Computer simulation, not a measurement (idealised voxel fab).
The document below concerns the process module designated voxel gate over fins.
For reference, the cross-section in this document is cut, with width 225 nm and square cells of 5 nm.
Throughout this document, each cross-section is represented as a grid of square cells and is presented as a sequence of bands enumerated from the top downward, where a band comprises one or more rows of cells. Heights first: top, then bottom, in nm. Then materials, left to right, each with a width in nm. "all across" on a single material: fills the band edge to edge. "empty": empty space. All heights in this document are referenced to 0, defined as the level beneath which the wafer, as received, consists entirely of one material. The lowest band is not bounded below; it extends indefinitely downward and is written in the form "0 -> down". It should be noted that a width expressed as "30 to 40" varies in equal increments from row to row of cells within the band, taking the value of the first number at the top row and that of the second number at the bottom row. The designation "remained the same", where it is given for a processing step, indicates that no cell of the cross-section was altered in the course of that step. Sealed-off cavities: empty space of 8 cells or more with no open way to the top, each as width x height at its distance from the left edge, in nm. What comes after the settings on a step's line is commentary from the simulator itself on that step. Regarding "overlay nm": on a step with a mask, it is the distance the mask lay to the right of its planned place; a negative value places it to the left.

PROCESS STEPS (PLANNED)
1,RECEIVE [material Si]
2,CONFORMAL_DEP [material SiN] [thk nm 10]
3,DIRECTIONAL_DEP [material aC] [thk nm 15]
4,PATTERN [tone cover] [mask id FINS] [material resist] [width nm 15] [pitch nm 55] [thk nm 35] [overlay nm 0]
5,DIRECTIONAL_ETCH [etch materials aC] [depth nm 15]
6,STRIP [etch materials resist]
7,DIRECTIONAL_ETCH [etch materials SiN] [depth nm 10]
8,DIRECTIONAL_ETCH [etch materials Si] [depth nm 40]
9,STRIP [etch materials aC]
10,OXIDIZE [depth nm 5]
11,FILL_DEP [material SiO2] [thk nm 5]
12,CMP [height nm 10]
13,DIRECTIONAL_DEP [material aC] [thk nm 10]
14,PATTERN [tone open] [mask id RAIL] [material resist] [width nm 15] [thk nm 30] [overlay nm 0]
15,DIRECTIONAL_ETCH [etch materials aC] [depth nm 10]
16,STRIP [etch materials resist]
17,DIRECTIONAL_ETCH [etch materials SiO2] [depth nm 45]
18,STRIP [etch materials aC]
19,CONFORMAL_DEP [material TiN] [thk nm 5]
20,FILL_DEP [material Ru] [thk nm 10]
21,CMP [height nm 10]
22,SELECTIVE_ETCH [etch materials W Ru TiN] [depth nm 30]
23,FILL_DEP [material SiO2] [thk nm 5]
24,CMP [height nm 10]
25,SELECTIVE_ETCH [etch materials SiO2] [depth nm 25]
26,STRIP [etch materials SiN]
27,CONFORMAL_DEP [material HfO2] [thk nm 5]
28,CONFORMAL_DEP [material TiN] [thk nm 5]
29,CONFORMAL_DEP [material TiAl] [thk nm 5]
30,CONFORMAL_DEP [material TiN] [thk nm 5]
31,FILL_DEP [material W] [thk nm 10]
32,CMP [height nm 25]
33,CONFORMAL_DEP [material SiCN] [thk nm 10]

FIRST OF TWO WAFERS: RUN AS PLANNED

AS RECEIVED (POST STEP 1): CROSS-SECTION
0 -> down: Si all across
Sealed-off cavities: none

WAFER XSEC, POST STEP 2
10 -> 0: SiN all across
Below 0, no change.

WAFER XSEC, POST STEP 3
25 -> 10: aC all across
Below 10, no change.

WAFER XSEC, POST STEP 4
60 -> 25: 75 nm empty; 15 nm resist; 40 nm empty; 15 nm resist; 80 nm empty
Below 25, no change.

WAFER XSEC, POST STEP 5
45 -> 25: 75 nm empty; 15 nm resist; 40 nm empty; 15 nm resist; 80 nm empty
25 -> 10: 75 nm empty; 15 nm aC; 40 nm empty; 15 nm aC; 80 nm empty
Below 10, no change.

WAFER XSEC, POST STEP 6
25 -> 10: 75 nm empty; 15 nm aC; 40 nm empty; 15 nm aC; 80 nm empty
Below 10, no change.

WAFER XSEC, POST STEP 7
25 -> 10: 75 nm empty; 15 nm aC; 40 nm empty; 15 nm aC; 80 nm empty
10 -> 0: 75 nm empty; 15 nm SiN; 40 nm empty; 15 nm SiN; 80 nm empty
Below 0, no change.

WAFER XSEC, POST STEP 8
25 -> 10: 75 nm empty; 15 nm aC; 40 nm empty; 15 nm aC; 80 nm empty
10 -> 0: 75 nm empty; 15 nm SiN; 40 nm empty; 15 nm SiN; 80 nm empty
0 -> -40: 75 nm empty; 15 nm Si; 40 nm empty; 15 nm Si; 80 nm empty
Below -40, no change.

WAFER XSEC, POST STEP 9
10 -> 0: 75 nm empty; 15 nm SiN; 40 nm empty; 15 nm SiN; 80 nm empty
Below 0, no change.

WAFER XSEC, POST STEP 10
10 -> 0: 75 nm empty; 15 nm SiN; 40 nm empty; 15 nm SiN; 80 nm empty
0 -> -40: 75 nm empty; 5 nm SiO2; 5 nm Si; 5 nm SiO2; 40 nm empty; 5 nm SiO2; 5 nm Si; 5 nm SiO2; 80 nm empty
-40 -> -45: 80 nm SiO2; 5 nm Si; 50 nm SiO2; 5 nm Si; 85 nm SiO2
Below -45, no change.

WAFER XSEC, POST STEP 11
15 -> 10: SiO2 all across
10 -> 0: 75 nm SiO2; 15 nm SiN; 40 nm SiO2; 15 nm SiN; 80 nm SiO2
0 -> -45: 80 nm SiO2; 5 nm Si; 50 nm SiO2; 5 nm Si; 85 nm SiO2
Below -45, no change.

WAFER XSEC, POST STEP 12
10 -> 0: 75 nm SiO2; 15 nm SiN; 40 nm SiO2; 15 nm SiN; 80 nm SiO2
Below 0, no change.

WAFER XSEC, POST STEP 13
20 -> 10: aC all across
Below 10, no change.

WAFER XSEC, POST STEP 14
50 -> 20: 100 nm resist; 15 nm empty; 110 nm resist
Below 20, no change.

WAFER XSEC, POST STEP 15
40 -> 20: 100 nm resist; 15 nm empty; 110 nm resist
20 -> 10: 100 nm aC; 15 nm empty; 110 nm aC
Below 10, no change.

WAFER XSEC, POST STEP 16
20 -> 10: 100 nm aC; 15 nm empty; 110 nm aC
Below 10, no change.

WAFER XSEC, POST STEP 17
20 -> 10: 100 nm aC; 15 nm empty; 110 nm aC
10 -> 0: 75 nm SiO2; 15 nm SiN; 10 nm SiO2; 15 nm empty; 15 nm SiO2; 15 nm SiN; 80 nm SiO2
0 -> -35: 80 nm SiO2; 5 nm Si; 15 nm SiO2; 15 nm empty; 20 nm SiO2; 5 nm Si; 85 nm SiO2
Below -35, no change.

WAFER XSEC, POST STEP 18
10 -> 0: 75 nm SiO2; 15 nm SiN; 10 nm SiO2; 15 nm empty; 15 nm SiO2; 15 nm SiN; 80 nm SiO2
Below 0, no change.

WAFER XSEC, POST STEP 19
15 -> 10: 105 nm TiN; 5 nm empty; 115 nm TiN
10 -> 0: 75 nm SiO2; 15 nm SiN; 10 nm SiO2; 5 nm TiN; 5 nm empty; 5 nm TiN; 15 nm SiO2; 15 nm SiN; 80 nm SiO2
0 -> -30: 80 nm SiO2; 5 nm Si; 15 nm SiO2; 5 nm TiN; 5 nm empty; 5 nm TiN; 20 nm SiO2; 5 nm Si; 85 nm SiO2
-30 -> -35: 80 nm SiO2; 5 nm Si; 15 nm SiO2; 15 nm TiN; 20 nm SiO2; 5 nm Si; 85 nm SiO2
Below -35, no change.

WAFER XSEC, POST STEP 20
25 -> 15: Ru all across
15 -> 10: 105 nm TiN; 5 nm Ru; 115 nm TiN
10 -> 0: 75 nm SiO2; 15 nm SiN; 10 nm SiO2; 5 nm TiN; 5 nm Ru; 5 nm TiN; 15 nm SiO2; 15 nm SiN; 80 nm SiO2
0 -> -30: 80 nm SiO2; 5 nm Si; 15 nm SiO2; 5 nm TiN; 5 nm Ru; 5 nm TiN; 20 nm SiO2; 5 nm Si; 85 nm SiO2
Below -30, no change.

WAFER XSEC, POST STEP 21
10 -> 0: 75 nm SiO2; 15 nm SiN; 10 nm SiO2; 5 nm TiN; 5 nm Ru; 5 nm TiN; 15 nm SiO2; 15 nm SiN; 80 nm SiO2
Below 0, no change.

WAFER XSEC, POST STEP 22
10 -> 0: 75 nm SiO2; 15 nm SiN; 10 nm SiO2; 15 nm empty; 15 nm SiO2; 15 nm SiN; 80 nm SiO2
0 -> -20: 80 nm SiO2; 5 nm Si; 15 nm SiO2; 15 nm empty; 20 nm SiO2; 5 nm Si; 85 nm SiO2
Below -20, no change.

WAFER XSEC, POST STEP 23
15 -> 10: SiO2 all across
10 -> 0: 75 nm SiO2; 15 nm SiN; 40 nm SiO2; 15 nm SiN; 80 nm SiO2
0 -> -20: 80 nm SiO2; 5 nm Si; 50 nm SiO2; 5 nm Si; 85 nm SiO2
Below -20, no change.

WAFER XSEC, POST STEP 24
10 -> 0: 75 nm SiO2; 15 nm SiN; 40 nm SiO2; 15 nm SiN; 80 nm SiO2
Below 0, no change.

WAFER XSEC, POST STEP 25
10 -> 0: 75 nm empty; 15 nm SiN; 40 nm empty; 15 nm SiN; 80 nm empty
0 -> -15: 80 nm empty; 5 nm Si; 50 nm empty; 5 nm Si; 85 nm empty
Below -15, no change.

WAFER XSEC, POST STEP 26
0 -> -15: 80 nm empty; 5 nm Si; 50 nm empty; 5 nm Si; 85 nm empty
Below -15, no change.

WAFER XSEC, POST STEP 27
5 -> 0: 75 nm empty; 15 nm HfO2; 40 nm empty; 15 nm HfO2; 80 nm empty
0 -> -10: 75 nm empty; 5 nm HfO2; 5 nm Si; 5 nm HfO2; 40 nm empty; 5 nm HfO2; 5 nm Si; 5 nm HfO2; 80 nm empty
-10 -> -15: 80 nm HfO2; 5 nm Si; 50 nm HfO2; 5 nm Si; 85 nm HfO2
Below -15, no change.

WAFER XSEC, POST STEP 28
10 -> 5: 70 nm empty; 25 nm TiN; 30 nm empty; 25 nm TiN; 75 nm empty
5 -> 0: 70 nm empty; 5 nm TiN; 15 nm HfO2; 5 nm TiN; 30 nm empty; 5 nm TiN; 15 nm HfO2; 5 nm TiN; 75 nm empty
0 -> -5: 70 nm empty; 5 nm TiN; 5 nm HfO2; 5 nm Si; 5 nm HfO2; 5 nm TiN; 30 nm empty; 5 nm TiN; 5 nm HfO2; 5 nm Si; 5 nm HfO2; 5 nm TiN; 75 nm empty
-5 -> -10: 75 nm TiN; 5 nm HfO2; 5 nm Si; 5 nm HfO2; 40 nm TiN; 5 nm HfO2; 5 nm Si; 5 nm HfO2; 80 nm TiN
Below -10, no change.

WAFER XSEC, POST STEP 29
15 -> 10: 65 nm empty; 35 nm TiAl; 20 nm empty; 35 nm TiAl; 70 nm empty
10 -> 5: 65 nm empty; 5 nm TiAl; 25 nm TiN; 5 nm TiAl; 20 nm empty; 5 nm TiAl; 25 nm TiN; 5 nm TiAl; 70 nm empty
5 -> 0: 65 nm empty; 5 nm TiAl; 5 nm TiN; 15 nm HfO2; 5 nm TiN; 5 nm TiAl; 20 nm empty; 5 nm TiAl; 5 nm TiN; 15 nm HfO2; 5 nm TiN; 5 nm TiAl; 70 nm empty
0 -> -5: 70 nm TiAl; 5 nm TiN; 5 nm HfO2; 5 nm Si; 5 nm HfO2; 5 nm TiN; 30 nm TiAl; 5 nm TiN; 5 nm HfO2; 5 nm Si; 5 nm HfO2; 5 nm TiN; 75 nm TiAl
Below -5, no change.

WAFER XSEC, POST STEP 30
20 -> 15: 60 nm empty; 45 nm TiN; 10 nm empty; 45 nm TiN; 65 nm empty
15 -> 10: 60 nm empty; 5 nm TiN; 35 nm TiAl; 5 nm TiN; 10 nm empty; 5 nm TiN; 35 nm TiAl; 5 nm TiN; 65 nm empty
10 -> 5: 60 nm empty; 5 nm TiN; 5 nm TiAl; 25 nm TiN; 5 nm TiAl; 5 nm TiN; 10 nm empty; 5 nm TiN; 5 nm TiAl; 25 nm TiN; 5 nm TiAl; 5 nm TiN; 65 nm empty
5 -> 0: 65 nm TiN; 5 nm TiAl; 5 nm TiN; 15 nm HfO2; 5 nm TiN; 5 nm TiAl; 20 nm TiN; 5 nm TiAl; 5 nm TiN; 15 nm HfO2; 5 nm TiN; 5 nm TiAl; 70 nm TiN
Below 0, no change.

WAFER XSEC, POST STEP 31
30 -> 20: W all across
20 -> 15: 60 nm W; 45 nm TiN; 10 nm W; 45 nm TiN; 65 nm W
15 -> 10: 60 nm W; 5 nm TiN; 35 nm TiAl; 5 nm TiN; 10 nm W; 5 nm TiN; 35 nm TiAl; 5 nm TiN; 65 nm W
10 -> 5: 60 nm W; 5 nm TiN; 5 nm TiAl; 25 nm TiN; 5 nm TiAl; 5 nm TiN; 10 nm W; 5 nm TiN; 5 nm TiAl; 25 nm TiN; 5 nm TiAl; 5 nm TiN; 65 nm W
Below 5, no change.

WAFER XSEC, POST STEP 32
25 -> 20: W all across
Below 20, no change.

WAFER XSEC, POST STEP 33
35 -> 25: SiCN all across
Below 25, no change.

WAFER TWO OF TWO - SAME STARTING POINT, SAME PROCESS PLAN, ONE MISTAKE IN EXECUTION; MATCHES WAFER ONE UP TO AND INCLUDING STEP 28

CROSS-SECTION OF THE SECOND WAFER WHEN, ACCORDING TO PLAN, STEP 29 SHOULD HAVE FINISHED
15 -> 5: 65 nm empty; 35 nm TiN; 20 nm empty; 35 nm TiN; 70 nm empty
5 -> 0: 65 nm empty; 10 nm TiN; 15 nm HfO2; 10 nm TiN; 20 nm empty; 10 nm TiN; 15 nm HfO2; 10 nm TiN; 70 nm empty
0 -> -10: 75 nm TiN; 5 nm HfO2; 5 nm Si; 5 nm HfO2; 40 nm TiN; 5 nm HfO2; 5 nm Si; 5 nm HfO2; 80 nm TiN
Below -10, no change.

CROSS-SECTION OF THE SECOND WAFER WHEN, ACCORDING TO PLAN, STEP 30 SHOULD HAVE FINISHED
20 -> 5: 60 nm empty; 45 nm TiN; 10 nm empty; 45 nm TiN; 65 nm empty
5 -> 0: 75 nm TiN; 15 nm HfO2; 40 nm TiN; 15 nm HfO2; 80 nm TiN
Below 0, no change.

CROSS-SECTION OF THE SECOND WAFER WHEN, ACCORDING TO PLAN, STEP 31 SHOULD HAVE FINISHED
30 -> 20: W all across
20 -> 5: 60 nm W; 45 nm TiN; 10 nm W; 45 nm TiN; 65 nm W
Below 5, no change.

CROSS-SECTION OF THE SECOND WAFER WHEN, ACCORDING TO PLAN, STEP 32 SHOULD HAVE FINISHED
25 -> 20: W all across
Below 20, no change.

CROSS-SECTION OF THE SECOND WAFER WHEN, ACCORDING TO PLAN, STEP 33 SHOULD HAVE FINISHED
35 -> 25: SiCN all across
Below 25, no change.
Error vs. plan: step 29 ran with different settings than intended, the actual operation and settings being CONFORMAL_DEP [material TiN] [thk nm 5]
Final tally in cells, some materials are higher or lower on the second wafer than on the first: TiAl: 57 fewer | TiN: 57 more
